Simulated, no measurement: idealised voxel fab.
process module | voxel double patterning
Square cells of 5 nm make up the cross-section cut, whose width is 235 nm.
Heads up, the way a cross-section reads in here is a grid of square cells, handed over as bands from the top down, with every band being one or more rows of cells.
Top height, bottom height, nm. Materials left to right, width each, nm. Single material + "all across" = fills band edge to edge. "empty" = empty.
Basically, 0 is our baseline, since under it the wafer straight out of the box is all one material. The bottom band has no lower end and keeps on going down, so it looks like "0..down".
Top row gets the first number, bottom row gets the second, and each row in between changes by the same step: that is how a band width like "30..40" works.
Step note "all unchanged" = no cross-section cell changed.
Entry "Cavities, closed". Content: empty spaces with no open connection to the top, size 8 cells or greater. Each: width x height at distance. Distance: from left edge. Unit: nm.
On each step's line, the part that comes after the settings is the simulator's own comment on the step.
overlay nm: for a step with a mask, the amount by which the mask lay right of where it was planned; a negative amount means left of it.
# Process steps - plan
1. RECEIVE (material Si)
2. CONFORMAL_DEP (material SiN; thk nm 10)
3. DIRECTIONAL_DEP (material SiO2; thk nm 20)
4. DIRECTIONAL_DEP (material SiCN; thk nm 5)
5. MASKED_ETCH (tone open; mask id FIRST; width nm 15; pitch nm 50; etch materials SiCN; depth nm 5; overlay nm 0)
6. DIRECTIONAL_DEP (material aC; thk nm 15)
7. PATTERN (tone open; mask id SECOND; material resist; width nm 15; pitch nm 50; thk nm 35; overlay nm 0)
8. DIRECTIONAL_ETCH (etch materials aC; depth nm 15)
9. STRIP (etch materials resist)
10. DIRECTIONAL_ETCH (etch materials SiCN; depth nm 5)
11. STRIP (etch materials aC)
12. DIRECTIONAL_ETCH (etch materials SiO2; depth nm 20)
13. STRIP (etch materials SiCN)
# Wafer as received: cross-section following step 1
0..down  Si all across
Cavities, closed: none
# Same starting wafer, same plan as above, one mistake in the execution; this is the cross-section at the end of the module
25..10  60 of SiO2 | 15 of empty | 10 of SiO2 | 15 of empty | 10 of SiO2 | 15 of empty | 10 of SiO2 | 15 of empty | 10 of SiO2 | 15 of empty | 60 of SiO2
10..0  SiN all across
0..down  Si all across
Cavities, closed: none
So what did we get wrong on this run? so step 3 ended up running with a different setting than we planned, it ran as DIRECTIONAL_DEP (material SiO2; thk nm 15)
